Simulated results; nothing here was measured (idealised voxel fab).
Process module under the name voxel capacitor over wiring
It is cross-section cut that appears here, measuring 285 nm in width, its square cells being 5 nm in size.
Bands, listed from the top down, are how a cross-section gets written in this document; the cross-section itself is a grid of square cells, and a band is one or more rows of them. A band entry consists of two parts. The first gives the height of the band's top and the height of its bottom, in nm. The rest lists the band's materials from left to right, each with its width in nm. A single material labelled with the word "everywhere" fills the band from edge to edge, and the word "blank" marks empty space. Heads up on the height convention: 0 is the point under which the incoming wafer is all one material, and the lowest band has no bottom, it just keeps going down, like "from 0 down". A width such as "30..40" changes by the same amount from each row of cells to the next, from the band's top row to its bottom row. Where the words "identical to before" appear for a step, the cross-section shows no cell changed by that step; every cell remained as before. Any empty space of 8 cells or more lacking an open way to the top shows up in "Trapped voids" as width x height at distance, distance from the left edge, in nm. Whatever follows a step's settings on its line is a remark the simulator itself makes about that step. A step's line can hold "overlay nm"; with a mask on that step, the setting says how far right of the planned place the mask lay, while a negative setting says it lay to the left.

**These are the steps we planned for the process**
step 1: RECEIVE, material Si
step 2: CONFORMAL_DEP, material SiO2, thk nm 15
step 3: CONFORMAL_DEP, material SiCN, thk nm 5
step 4: DIRECTIONAL_DEP, material SiO2, thk nm 20
step 5: DIRECTIONAL_DEP, material aC, thk nm 10
step 6: PATTERN, tone open, mask id METAL_1, material resist, width nm 20, pitch nm 75, thk nm 30, overlay nm 0
step 7: DIRECTIONAL_ETCH, etch materials aC, depth nm 10
step 8: STRIP, etch materials resist
step 9: DIRECTIONAL_ETCH, etch materials SiO2, depth nm 20
step 10: DIRECTIONAL_ETCH, etch materials SiCN, depth nm 5
step 11: STRIP, etch materials aC
step 12: CONFORMAL_DEP, material TiN, thk nm 5
step 13: FILL_DEP, material Cu, thk nm 10
step 14: CMP, height nm 40
step 15: EPI, material Ru, thk nm 5
step 16: FILL_DEP, material SiCN, thk nm 5
step 17: DIRECTIONAL_DEP, material lowk, thk nm 10
step 18: PATTERN, tone open, mask id PLUG_1, material resist, width nm 15, thk nm 15, overlay nm 0
step 19: DIRECTIONAL_ETCH, etch materials lowk, depth nm 10
step 20: DIRECTIONAL_ETCH, etch materials SiCN, depth nm 5
step 21: STRIP, etch materials resist
step 22: CONFORMAL_DEP, material TiN, thk nm 5
step 23: FILL_DEP, material W, thk nm 5
step 24: CMP, height nm 60
step 25: DIRECTIONAL_DEP, material TiN, thk nm 5
step 26: DIRECTIONAL_DEP, material HfO2, thk nm 5
step 27: DIRECTIONAL_DEP, material TiN, thk nm 5
step 28: PATTERN, tone cover, mask id UPPER_PLATE, material resist, width nm 60, thk nm 15, overlay nm 0
step 29: DIRECTIONAL_ETCH, etch materials TiN, depth nm 5
step 30: DIRECTIONAL_ETCH, etch materials HfO2, depth nm 5
step 31: STRIP, etch materials resist
step 32: MASKED_ETCH, tone cover, mask id LOWER_PLATE, width nm 70, etch materials TiN, depth nm 5, overlay nm 0
step 33: FILL_DEP, material SiO2, thk nm 20
step 34: CMP, height nm 90
step 35: DIRECTIONAL_DEP, material aC, thk nm 10
step 36: PATTERN, tone open, mask id PLUG_2, material resist, width nm 15, thk nm 30, overlay nm 0
step 37: DIRECTIONAL_ETCH, etch materials aC, depth nm 10
step 38: STRIP, etch materials resist
step 39: DIRECTIONAL_ETCH, etch materials SiO2, depth nm 15
step 40: STRIP, etch materials aC
step 41: CONFORMAL_DEP, material TiN, thk nm 5
step 42: FILL_DEP, material W, thk nm 5
step 43: CMP, height nm 90
step 44: CONFORMAL_DEP, material SiN, thk nm 5

**So, the first of our two wafers, run just as we planned it**

**Wafer at receipt (post step 1), cross-section**
	from 0 down | Si everywhere
	Trapped voids: none

**The wafer, seen in cross-section, after step 2**
	from 15 to 0 | SiO2 everywhere
	Under the height 0 nothing was changed.

**The wafer, seen in cross-section, after step 3**
	from 20 to 15 | SiCN everywhere
	Under the height 15 nothing was changed.

**The wafer, seen in cross-section, after step 4**
	from 40 to 20 | SiO2 everywhere
	Under the height 20 nothing was changed.

**The wafer, seen in cross-section, after step 5**
	from 50 to 40 | aC everywhere
	Under the height 40 nothing was changed.

**The wafer, seen in cross-section, after step 6**
	from 80 to 50 | resist=95 / blank=20 / resist=55 / blank=20 / resist=95
	Under the height 50 nothing was changed.

**The wafer, seen in cross-section, after step 7**
	from 70 to 50 | resist=95 / blank=20 / resist=55 / blank=20 / resist=95
	from 50 to 40 | aC=95 / blank=20 / aC=55 / blank=20 / aC=95
	Under the height 40 nothing was changed.

**The wafer, seen in cross-section, after step 8**
	from 50 to 40 | aC=95 / blank=20 / aC=55 / blank=20 / aC=95
	Under the height 40 nothing was changed.

**The wafer, seen in cross-section, after step 9**
	from 50 to 40 | aC=95 / blank=20 / aC=55 / blank=20 / aC=95
	from 40 to 20 | SiO2=95 / blank=20 / SiO2=55 / blank=20 / SiO2=95
	Under the height 20 nothing was changed.

**The wafer, seen in cross-section, after step 10**
	from 50 to 40 | aC=95 / blank=20 / aC=55 / blank=20 / aC=95
	from 40 to 20 | SiO2=95 / blank=20 / SiO2=55 / blank=20 / SiO2=95
	from 20 to 15 | SiCN=95 / blank=20 / SiCN=55 / blank=20 / SiCN=95
	Under the height 15 nothing was changed.

**The wafer, seen in cross-section, after step 11**
	from 40 to 20 | SiO2=95 / blank=20 / SiO2=55 / blank=20 / SiO2=95
	Under the height 20 nothing was changed.

**The wafer, seen in cross-section, after step 12**
	from 45 to 40 | TiN=100 / blank=10 / TiN=65 / blank=10 / TiN=100
	from 40 to 20 | SiO2=95 / TiN=5 / blank=10 / TiN=5 / SiO2=55 / TiN=5 / blank=10 / TiN=5 / SiO2=95
	from 20 to 15 | SiCN=95 / TiN=20 / SiCN=55 / TiN=20 / SiCN=95
	Under the height 15 nothing was changed.

**The wafer, seen in cross-section, after step 13**
	from 55 to 45 | Cu everywhere
	from 45 to 40 | TiN=100 / Cu=10 / TiN=65 / Cu=10 / TiN=100
	from 40 to 20 | SiO2=95 / TiN=5 / Cu=10 / TiN=5 / SiO2=55 / TiN=5 / Cu=10 / TiN=5 / SiO2=95
	Under the height 20 nothing was changed.

**The wafer, seen in cross-section, after step 14**
	from 40 to 20 | SiO2=95 / TiN=5 / Cu=10 / TiN=5 / SiO2=55 / TiN=5 / Cu=10 / TiN=5 / SiO2=95
	Under the height 20 nothing was changed.

**The wafer, seen in cross-section, after step 15**
	from 45 to 40 | blank=90 / Ru=30 / blank=45 / Ru=30 / blank=90
	Under the height 40 nothing was changed.

**The wafer, seen in cross-section, after step 16**
	from 50 to 45 | SiCN everywhere
	from 45 to 40 | SiCN=90 / Ru=30 / SiCN=45 / Ru=30 / SiCN=90
	Under the height 40 nothing was changed.

**The wafer, seen in cross-section, after step 17**
	from 60 to 50 | lowk everywhere
	Under the height 50 nothing was changed.

**The wafer, seen in cross-section, after step 18**
	from 75 to 60 | resist=100 / blank=15 / resist=170
	Under the height 60 nothing was changed.

**The wafer, seen in cross-section, after step 19**
	from 75 to 60 | resist=100 / blank=15 / resist=170
	from 60 to 50 | lowk=100 / blank=15 / lowk=170
	Under the height 50 nothing was changed.

**The wafer, seen in cross-section, after step 20**
	from 75 to 60 | resist=100 / blank=15 / resist=170
	from 60 to 50 | lowk=100 / blank=15 / lowk=170
	from 50 to 45 | SiCN=100 / blank=15 / SiCN=170
	Under the height 45 nothing was changed.

**The wafer, seen in cross-section, after step 21**
	from 60 to 50 | lowk=100 / blank=15 / lowk=170
	Under the height 50 nothing was changed.

**The wafer, seen in cross-section, after step 22**
	from 65 to 60 | TiN=105 / blank=5 / TiN=175
	from 60 to 50 | lowk=100 / TiN=5 / blank=5 / TiN=5 / lowk=170
	from 50 to 45 | SiCN=100 / TiN=15 / SiCN=170
	Under the height 45 nothing was changed.

**The wafer, seen in cross-section, after step 23**
	from 70 to 65 | W everywhere
	from 65 to 60 | TiN=105 / W=5 / TiN=175
	from 60 to 50 | lowk=100 / TiN=5 / W=5 / TiN=5 / lowk=170
	Under the height 50 nothing was changed.

**The wafer, seen in cross-section, after step 24**
	from 60 to 50 | lowk=100 / TiN=5 / W=5 / TiN=5 / lowk=170
	Under the height 50 nothing was changed.

**The wafer, seen in cross-section, after step 25**
	from 65 to 60 | TiN everywhere
	Under the height 60 nothing was changed.

**The wafer, seen in cross-section, after step 26**
	from 70 to 65 | HfO2 everywhere
	Under the height 65 nothing was changed.

**The wafer, seen in cross-section, after step 27**
	from 75 to 70 | TiN everywhere
	Under the height 70 nothing was changed.

**The wafer, seen in cross-section, after step 28**
	from 90 to 75 | blank=100 / resist=60 / blank=125
	Under the height 75 nothing was changed.

**The wafer, seen in cross-section, after step 29**
	from 90 to 75 | blank=100 / resist=60 / blank=125
	from 75 to 70 | blank=100 / TiN=60 / blank=125
	Under the height 70 nothing was changed.

**The wafer, seen in cross-section, after step 30**
	from 90 to 75 | blank=100 / resist=60 / blank=125
	from 75 to 70 | blank=100 / TiN=60 / blank=125
	from 70 to 65 | blank=100 / HfO2=60 / blank=125
	Under the height 65 nothing was changed.

**The wafer, seen in cross-section, after step 31**
	from 75 to 70 | blank=100 / TiN=60 / blank=125
	Under the height 70 nothing was changed.

**The wafer, seen in cross-section, after step 32**
	from 75 to 70 | blank=100 / TiN=60 / blank=125
	from 70 to 65 | blank=100 / HfO2=60 / blank=125
	from 65 to 60 | blank=95 / TiN=70 / blank=120
	Under the height 60 nothing was changed.

**The wafer, seen in cross-section, after step 33**
	from 95 to 75 | SiO2 everywhere
	from 75 to 70 | SiO2=100 / TiN=60 / SiO2=125
	from 70 to 65 | SiO2=100 / HfO2=60 / SiO2=125
	from 65 to 60 | SiO2=95 / TiN=70 / SiO2=120
	Under the height 60 nothing was changed.

**The wafer, seen in cross-section, after step 34**
	from 90 to 75 | SiO2 everywhere
	Under the height 75 nothing was changed.

**The wafer, seen in cross-section, after step 35**
	from 100 to 90 | aC everywhere
	Under the height 90 nothing was changed.

**The wafer, seen in cross-section, after step 36**
	from 130 to 100 | resist=110 / blank=15 / resist=160
	Under the height 100 nothing was changed.

**The wafer, seen in cross-section, after step 37**
	from 120 to 100 | resist=110 / blank=15 / resist=160
	from 100 to 90 | aC=110 / blank=15 / aC=160
	Under the height 90 nothing was changed.

**The wafer, seen in cross-section, after step 38**
	from 100 to 90 | aC=110 / blank=15 / aC=160
	Under the height 90 nothing was changed.

**The wafer, seen in cross-section, after step 39**
	from 100 to 90 | aC=110 / blank=15 / aC=160
	from 90 to 75 | SiO2=110 / blank=15 / SiO2=160
	Under the height 75 nothing was changed.

**The wafer, seen in cross-section, after step 40**
	from 90 to 75 | SiO2=110 / blank=15 / SiO2=160
	Under the height 75 nothing was changed.

**The wafer, seen in cross-section, after step 41**
	from 95 to 90 | TiN=115 / blank=5 / TiN=165
	from 90 to 80 | SiO2=110 / TiN=5 / blank=5 / TiN=5 / SiO2=160
	from 80 to 70 | SiO2=110..100 / TiN=15..60 / SiO2=160..125
	Under the height 70 nothing was changed.

**The wafer, seen in cross-section, after step 42**
	from 100 to 95 | W everywhere
	from 95 to 90 | TiN=115 / W=5 / TiN=165
	from 90 to 80 | SiO2=110 / TiN=5 / W=5 / TiN=5 / SiO2=160
	Under the height 80 nothing was changed.

**The wafer, seen in cross-section, after step 43**
	from 90 to 80 | SiO2=110 / TiN=5 / W=5 / TiN=5 / SiO2=160
	Under the height 80 nothing was changed.

**The wafer, seen in cross-section, after step 44**
	from 95 to 90 | SiN everywhere
	Under the height 90 nothing was changed.

**What follows concerns the second wafer, which started out like the first and was meant to follow the very same plan; one mistake crept in when it was run, but everything up to and including step 1 is the same as for the first wafer**

**Cross-sectional view of the second wafer at the intended end time of process step 2**
	from 30 to 0 | SiO2 everywhere
	Under the height 0 nothing was changed.

**Cross-sectional view of the second wafer at the intended end time of process step 3**
	from 35 to 30 | SiCN everywhere
	Under the height 30 nothing was changed.

**Cross-sectional view of the second wafer at the intended end time of process step 4**
	from 55 to 35 | SiO2 everywhere
	Under the height 35 nothing was changed.

**Cross-sectional view of the second wafer at the intended end time of process step 5**
	from 65 to 55 | aC everywhere
	Under the height 55 nothing was changed.

**Cross-sectional view of the second wafer at the intended end time of process step 6**
	from 95 to 65 | resist=95 / blank=20 / resist=55 / blank=20 / resist=95
	Under the height 65 nothing was changed.

**Cross-sectional view of the second wafer at the intended end time of process step 7**
	from 85 to 65 | resist=95 / blank=20 / resist=55 / blank=20 / resist=95
	from 65 to 55 | aC=95 / blank=20 / aC=55 / blank=20 / aC=95
	Under the height 55 nothing was changed.

**Cross-sectional view of the second wafer at the intended end time of process step 8**
	from 65 to 55 | aC=95 / blank=20 / aC=55 / blank=20 / aC=95
	Under the height 55 nothing was changed.

**Cross-sectional view of the second wafer at the intended end time of process step 9**
	from 65 to 55 | aC=95 / blank=20 / aC=55 / blank=20 / aC=95
	from 55 to 35 | SiO2=95 / blank=20 / SiO2=55 / blank=20 / SiO2=95
	Under the height 35 nothing was changed.

**Cross-sectional view of the second wafer at the intended end time of process step 10**
	from 65 to 55 | aC=95 / blank=20 / aC=55 / blank=20 / aC=95
	from 55 to 35 | SiO2=95 / blank=20 / SiO2=55 / blank=20 / SiO2=95
	from 35 to 30 | SiCN=95 / blank=20 / SiCN=55 / blank=20 / SiCN=95
	Under the height 30 nothing was changed.

**Cross-sectional view of the second wafer at the intended end time of process step 11**
	from 55 to 35 | SiO2=95 / blank=20 / SiO2=55 / blank=20 / SiO2=95
	Under the height 35 nothing was changed.

**Cross-sectional view of the second wafer at the intended end time of process step 12**
	from 60 to 55 | TiN=100 / blank=10 / TiN=65 / blank=10 / TiN=100
	from 55 to 35 | SiO2=95 / TiN=5 / blank=10 / TiN=5 / SiO2=55 / TiN=5 / blank=10 / TiN=5 / SiO2=95
	from 35 to 30 | SiCN=95 / TiN=20 / SiCN=55 / TiN=20 / SiCN=95
	Under the height 30 nothing was changed.

**Cross-sectional view of the second wafer at the intended end time of process step 13**
	from 70 to 60 | Cu everywhere
	from 60 to 55 | TiN=100 / Cu=10 / TiN=65 / Cu=10 / TiN=100
	from 55 to 35 | SiO2=95 / TiN=5 / Cu=10 / TiN=5 / SiO2=55 / TiN=5 / Cu=10 / TiN=5 / SiO2=95
	Under the height 35 nothing was changed.

**Cross-sectional view of the second wafer at the intended end time of process step 14**
	from 40 to 35 | SiO2=95 / TiN=5 / Cu=10 / TiN=5 / SiO2=55 / TiN=5 / Cu=10 / TiN=5 / SiO2=95
	Under the height 35 nothing was changed.

**Cross-sectional view of the second wafer at the intended end time of process step 15**
	from 45 to 40 | blank=90 / Ru=30 / blank=45 / Ru=30 / blank=90
	Under the height 40 nothing was changed.

**Cross-sectional view of the second wafer at the intended end time of process step 16**
	from 50 to 45 | SiCN everywhere
	from 45 to 40 | SiCN=90 / Ru=30 / SiCN=45 / Ru=30 / SiCN=90
	Under the height 40 nothing was changed.

**Cross-sectional view of the second wafer at the intended end time of process step 17**
	from 60 to 50 | lowk everywhere
	Under the height 50 nothing was changed.

**Cross-sectional view of the second wafer at the intended end time of process step 18**
	from 75 to 60 | resist=100 / blank=15 / resist=170
	Under the height 60 nothing was changed.

**Cross-sectional view of the second wafer at the intended end time of process step 19**
	from 75 to 60 | resist=100 / blank=15 / resist=170
	from 60 to 50 | lowk=100 / blank=15 / lowk=170
	Under the height 50 nothing was changed.

**Cross-sectional view of the second wafer at the intended end time of process step 20**
	from 75 to 60 | resist=100 / blank=15 / resist=170
	from 60 to 50 | lowk=100 / blank=15 / lowk=170
	from 50 to 45 | SiCN=100 / blank=15 / SiCN=170
	Under the height 45 nothing was changed.

**Cross-sectional view of the second wafer at the intended end time of process step 21**
	from 60 to 50 | lowk=100 / blank=15 / lowk=170
	Under the height 50 nothing was changed.

**Cross-sectional view of the second wafer at the intended end time of process step 22**
	from 65 to 60 | TiN=105 / blank=5 / TiN=175
	from 60 to 50 | lowk=100 / TiN=5 / blank=5 / TiN=5 / lowk=170
	from 50 to 45 | SiCN=100 / TiN=15 / SiCN=170
	Under the height 45 nothing was changed.

**Cross-sectional view of the second wafer at the intended end time of process step 23**
	from 70 to 65 | W everywhere
	from 65 to 60 | TiN=105 / W=5 / TiN=175
	from 60 to 50 | lowk=100 / TiN=5 / W=5 / TiN=5 / lowk=170
	Under the height 50 nothing was changed.

**Cross-sectional view of the second wafer at the intended end time of process step 24**
	from 60 to 50 | lowk=100 / TiN=5 / W=5 / TiN=5 / lowk=170
	Under the height 50 nothing was changed.

**Cross-sectional view of the second wafer at the intended end time of process step 25**
	from 65 to 60 | TiN everywhere
	Under the height 60 nothing was changed.

**Cross-sectional view of the second wafer at the intended end time of process step 26**
	from 70 to 65 | HfO2 everywhere
	Under the height 65 nothing was changed.

**Cross-sectional view of the second wafer at the intended end time of process step 27**
	from 75 to 70 | TiN everywhere
	Under the height 70 nothing was changed.

**Cross-sectional view of the second wafer at the intended end time of process step 28**
	from 90 to 75 | blank=100 / resist=60 / blank=125
	Under the height 75 nothing was changed.

**Cross-sectional view of the second wafer at the intended end time of process step 29**
	from 90 to 75 | blank=100 / resist=60 / blank=125
	from 75 to 70 | blank=100 / TiN=60 / blank=125
	Under the height 70 nothing was changed.

**Cross-sectional view of the second wafer at the intended end time of process step 30**
	from 90 to 75 | blank=100 / resist=60 / blank=125
	from 75 to 70 | blank=100 / TiN=60 / blank=125
	from 70 to 65 | blank=100 / HfO2=60 / blank=125
	Under the height 65 nothing was changed.

**Cross-sectional view of the second wafer at the intended end time of process step 31**
	from 75 to 70 | blank=100 / TiN=60 / blank=125
	Under the height 70 nothing was changed.

**Cross-sectional view of the second wafer at the intended end time of process step 32**
	from 75 to 70 | blank=100 / TiN=60 / blank=125
	from 70 to 65 | blank=100 / HfO2=60 / blank=125
	from 65 to 60 | blank=95 / TiN=70 / blank=120
	Under the height 60 nothing was changed.

**Cross-sectional view of the second wafer at the intended end time of process step 33**
	from 95 to 75 | SiO2 everywhere
	from 75 to 70 | SiO2=100 / TiN=60 / SiO2=125
	from 70 to 65 | SiO2=100 / HfO2=60 / SiO2=125
	from 65 to 60 | SiO2=95 / TiN=70 / SiO2=120
	Under the height 60 nothing was changed.

**Cross-sectional view of the second wafer at the intended end time of process step 34**
	from 90 to 75 | SiO2 everywhere
	Under the height 75 nothing was changed.

**Cross-sectional view of the second wafer at the intended end time of process step 35**
	from 100 to 90 | aC everywhere
	Under the height 90 nothing was changed.

**Cross-sectional view of the second wafer at the intended end time of process step 36**
	from 130 to 100 | resist=110 / blank=15 / resist=160
	Under the height 100 nothing was changed.

**Cross-sectional view of the second wafer at the intended end time of process step 37**
	from 120 to 100 | resist=110 / blank=15 / resist=160
	from 100 to 90 | aC=110 / blank=15 / aC=160
	Under the height 90 nothing was changed.

**Cross-sectional view of the second wafer at the intended end time of process step 38**
	from 100 to 90 | aC=110 / blank=15 / aC=160
	Under the height 90 nothing was changed.

**Cross-sectional view of the second wafer at the intended end time of process step 39**
	from 100 to 90 | aC=110 / blank=15 / aC=160
	from 90 to 75 | SiO2=110 / blank=15 / SiO2=160
	Under the height 75 nothing was changed.

**Cross-sectional view of the second wafer at the intended end time of process step 40**
	from 90 to 75 | SiO2=110 / blank=15 / SiO2=160
	Under the height 75 nothing was changed.

**Cross-sectional view of the second wafer at the intended end time of process step 41**
	from 95 to 90 | TiN=115 / blank=5 / TiN=165
	from 90 to 80 | SiO2=110 / TiN=5 / blank=5 / TiN=5 / SiO2=160
	from 80 to 70 | SiO2=110..100 / TiN=15..60 / SiO2=160..125
	Under the height 70 nothing was changed.

**Cross-sectional view of the second wafer at the intended end time of process step 42**
	from 100 to 95 | W everywhere
	from 95 to 90 | TiN=115 / W=5 / TiN=165
	from 90 to 80 | SiO2=110 / TiN=5 / W=5 / TiN=5 / SiO2=160
	Under the height 80 nothing was changed.

**Cross-sectional view of the second wafer at the intended end time of process step 43**
	from 90 to 80 | SiO2=110 / TiN=5 / W=5 / TiN=5 / SiO2=160
	Under the height 80 nothing was changed.

**Cross-sectional view of the second wafer at the intended end time of process step 44**
	from 95 to 90 | SiN everywhere
	Under the height 90 nothing was changed.
Run error: execution of plan step 2 occurred twice
Heads up, by the end the second wafer has more or fewer cells of some materials compared to the first: Cu: 12 fewer, SiO2: 24 more, TiN: 12 fewer
